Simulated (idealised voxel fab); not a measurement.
Documented hereafter: the process module known as voxel tone inversion.
Section shown: cut. Width: 290 nm. Cell size: 5 nm, square.
Cross-section layout: square cells on a grid; listed as bands, top to bottom; a band spans one or more cell rows. Heads up on the band format: heights come first, top then bottom, in nm. After that it's the materials left to right, each with its width in nm. A single material flagged "throughout" fills the whole band edge to edge, and "air" means there's empty space there. Counting heights begins at 0, where everything beneath is, in the wafer as received, one material. The lowest band has no bottom; it goes on downwards, as "from 0 down" shows. You'd read "30->40" like this: the band's top row of cells is as wide as the first number, its bottom row is as wide as the second, and going down, every row changes width by the same amount as the row before did. You'll sometimes find "nothing got changed" written for a step, and that's the way of saying that nowhere in the cross-section did a cell change during that step. Entry "Entrapped voids". Content: empty spaces with no open connection to the top, size 8 cells or greater. Each: width x height at distance. Distance: from left edge. Unit: nm. after a step's settings: what the simulator itself notes on the step. overlay nm, on a step with a mask: how far to the right of its planned place the mask lay; to the left if negative.
Listed below are the process steps as planned:
step 1: op RECEIVE | material Si
step 2: op CONFORMAL_DEP | material SiCN | thk nm 10
step 3: op DIRECTIONAL_DEP | material polySi | thk nm 15
step 4: op PATTERN | tone cover | mask id POSTS | material resist | width nm 25 | pitch nm 45 | thk nm 25 | overlay nm -15
step 5: op DIRECTIONAL_ETCH | etch materials polySi | depth nm 15
step 6: op STRIP | etch materials resist
step 7: op FILL_DEP | material lowk | thk nm 5
step 8: op CMP | height nm 25
step 9: op STRIP | etch materials polySi
varied across the wafers: overlay nm of step 4. The plan shows the first wafer's value. All wafers start alike
First of several wafers (as received, post step 1), cross-sectional view:
- from 0 down: Si throughout
- Entrapped voids: none
Here is how to read the rows: every wafer has a row, and it shows the wafer at the end of the module, giving for each material how many cells were gained (+) or lost (-) since the wafer was received, then listing its closed voids:
overlay nm -15 | +116 SiCN | +114 lowk | Entrapped voids: none
overlay nm -10 | +116 SiCN | +114 lowk | Entrapped voids: none
overlay nm -5 | +116 SiCN | +114 lowk | Entrapped voids: none
overlay nm 0 | +116 SiCN | +114 lowk | Entrapped voids: none
overlay nm 5 | +116 SiCN | +114 lowk | Entrapped voids: none
overlay nm 10 | +116 SiCN | +114 lowk | Entrapped voids: none
overlay nm 15 | +116 SiCN | +114 lowk | Entrapped voids: none
